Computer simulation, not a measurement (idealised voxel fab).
The following process module bears the name voxel transistor to metal.
Each square cell in cross-section cut measures 5 nm, and the section as a whole is 260 nm wide.
Square cells in a grid make up a cross-section in this document, and the grid is given as bands, listed from the top down, each one or more rows of cells. For a band, the entry starts with two heights in nm, that of the top and then that of the bottom, and carries on with the band's materials in order from left to right, each alongside its width in nm; the word "throughout" beside a single material means it fills the band edge to edge, and "blank" means empty space. The reference from which all heights are counted is 0, the level beneath which the as-received wafer is entirely one material; the lowest band, having no lower bound, proceeds downward and is written after the example "from 0 down". You'd read "30->40" like this: the band's top row of cells is as wide as the first number, its bottom row is as wide as the second, and going down, every row changes width by the same amount as the row before did. You'll sometimes find "same as before" written for a step, and that's the way of saying that nowhere in the cross-section did a cell change during that step. Empty spaces counting at least 8 cells and having no open way to the top are listed in "Entrapped void list". The notation width x height at distance is used for each, the distance being from the left edge and all three values in nm. Heads up: the bit after the settings on a step's line is the simulator's remark on that step. Regarding "overlay nm": on a step with a mask, it is the distance the mask lay to the right of its planned place; a negative value places it to the left.

-- Intended process steps
1. RECEIVE, material Si
2. CONFORMAL_DEP, material SiO2, thk nm 5
3. CONFORMAL_DEP, material SiN, thk nm 15
4. PATTERN, tone cover, mask id ACTIVE, material resist, width nm 90, pitch nm 120, thk nm 20, overlay nm 0
5. DIRECTIONAL_ETCH, etch materials SiN, depth nm 15
6. DIRECTIONAL_ETCH, etch materials SiO2, depth nm 5
7. DIRECTIONAL_ETCH, etch materials Si, depth nm 30
8. STRIP, etch materials resist
9. FILL_DEP, material SiO2, thk nm 5
10. CMP, height nm 20
11. SELECTIVE_ETCH, etch materials SiO2, depth nm 15
12. STRIP, etch materials SiN
13. SELECTIVE_ETCH, etch materials SiO2, depth nm 5
14. OXIDIZE, depth nm 5
15. DIRECTIONAL_DEP, material polySi, thk nm 25
16. DIRECTIONAL_DEP, material SiCN, thk nm 10
17. MASKED_ETCH, tone cover, mask id GATE, width nm 20, pitch nm 120, etch materials SiCN, depth nm 20, overlay nm 0
18. MASKED_ETCH, tone cover, mask id GATE, width nm 20, pitch nm 120, etch materials polySi, depth nm 35, overlay nm 0
19. CONFORMAL_DEP, material SiN, thk nm 5
20. DIRECTIONAL_ETCH, etch materials SiN, depth nm 5
21. DIRECTIONAL_ETCH, etch materials SiO2, depth nm 5
22. EPI, material SiGe, thk nm 5
23. FILL_DEP, material SiO2, thk nm 5
24. CMP, height nm 35
25. DIRECTIONAL_DEP, material SiO2, thk nm 10
26. DIRECTIONAL_DEP, material aC, thk nm 15
27. PATTERN, tone open, mask id CONTACT, material resist, width nm 25, thk nm 30, overlay nm 0
28. DIRECTIONAL_ETCH, etch materials aC, depth nm 15
29. STRIP, etch materials resist
30. DIRECTIONAL_ETCH, etch materials SiO2, depth nm 45
31. STRIP, etch materials aC
32. CONFORMAL_DEP, material TiN, thk nm 5
33. FILL_DEP, material W, thk nm 10
34. CMP, height nm 45
35. CONFORMAL_DEP, material SiN, thk nm 5
36. DIRECTIONAL_DEP, material SiO2, thk nm 25
37. DIRECTIONAL_DEP, material aC, thk nm 15
38. PATTERN, tone open, mask id METAL_1, material resist, width nm 15, thk nm 35, overlay nm 0
39. DIRECTIONAL_ETCH, etch materials aC, depth nm 15
40. STRIP, etch materials resist
41. DIRECTIONAL_ETCH, etch materials SiO2, depth nm 25
42. DIRECTIONAL_ETCH, etch materials SiN, depth nm 5
43. STRIP, etch materials aC
44. CONFORMAL_DEP, material TiN, thk nm 5
45. FILL_DEP, material Cu, thk nm 5
46. CMP, height nm 75
47. EPI, material Ru, thk nm 5
48. FILL_DEP, material SiCN, thk nm 5
49. DIRECTIONAL_DEP, material lowk, thk nm 25
50. PATTERN, tone open, mask id METAL_2, material resist, width nm 15, pitch nm 120, thk nm 15, overlay nm 0
51. DIRECTIONAL_ETCH, etch materials lowk, depth nm 15
52. STRIP, etch materials resist
53. DIRECTIONAL_DEP, material aC, thk nm 10
54. PATTERN, tone open, mask id METAL_2_HOLES, material resist, width nm 15, pitch nm 120, thk nm 30, overlay nm 0
55. DIRECTIONAL_ETCH, etch materials aC, depth nm 10
56. STRIP, etch materials resist
57. DIRECTIONAL_ETCH, etch materials lowk, depth nm 10
58. DIRECTIONAL_ETCH, etch materials SiCN, depth nm 5
59. STRIP, etch materials aC
60. CONFORMAL_DEP, material TiN, thk nm 5
61. FILL_DEP, material Cu, thk nm 5
62. CMP, height nm 110
63. CONFORMAL_DEP, material SiN, thk nm 5

-- As-received wafer cross-section (after step 1)
  from 0 down = Si throughout
  Entrapped void list: none

-- One mistake in running the module, otherwise start and plan as above: cross-section at the end
  from 115 to 110 = SiN throughout
  from 110 to 85 = lowk (30) | TiN (5) | Cu (5) | TiN (5) | lowk (105) | TiN (5) | Cu (5) | TiN (5) | lowk (95)
  from 85 to 80 = SiCN (30) | TiN (15) | SiCN (105) | TiN (15) | SiCN (95)
  from 80 to 75 = SiCN (25) | Ru (25) | SiCN (40) | Ru (25) | SiCN (30) | Ru (25) | SiCN (40) | Ru (25) | SiCN (25)
  from 75 to 50 = SiO2 (30) | TiN (5) | Cu (5) | TiN (5) | SiO2 (50) | TiN (5) | Cu (5) | TiN (5) | SiO2 (40) | TiN (5) | Cu (5) | TiN (5) | SiO2 (50) | TiN (5) | Cu (5) | TiN (5) | SiO2 (30)
  from 50 to 45 = SiN (30) | TiN (15) | SiN (50) | TiN (15) | SiN (40) | TiN (15) | SiN (50) | TiN (15) | SiN (30)
  from 45 to 40 = SiO2 (30) | TiN (5) | W (15) | TiN (5) | SiO2 (30) | TiN (5) | W (15) | TiN (5) | SiO2 (40) | TiN (5) | W (15) | TiN (5) | SiO2 (30) | TiN (5) | W (15) | TiN (5) | SiO2 (30)
  from 40 to 35 = SiO2 (30) | TiN (25) | SiO2 (30) | TiN (25) | SiO2 (40) | TiN (25) | SiO2 (30) | TiN (25) | SiO2 (30)
  from 35 to 25 = TiN (55) | SiN (5) | SiCN (20) | SiN (5) | TiN (90) | SiN (5) | SiCN (20) | SiN (5) | TiN (55)
  from 25 to 0 = TiN (55) | SiN (5) | polySi (20) | SiN (5) | TiN (90) | SiN (5) | polySi (20) | SiN (5) | TiN (55)
  from 0 to -5 = TiN (20) | SiGe (35) | SiO2 (30) | SiGe (35) | TiN (20) | SiGe (35) | SiO2 (30) | SiGe (35) | TiN (20)
  from -5 to -30 = SiO2 (25) | Si (90) | SiO2 (30) | Si (90) | SiO2 (25)
  from -30 down = Si throughout
  Entrapped void list: none
What broke from the plan during processing? step 23 was run on a setting that differed from the plan, and what really ran there is FILL_DEP, material TiN, thk nm 5
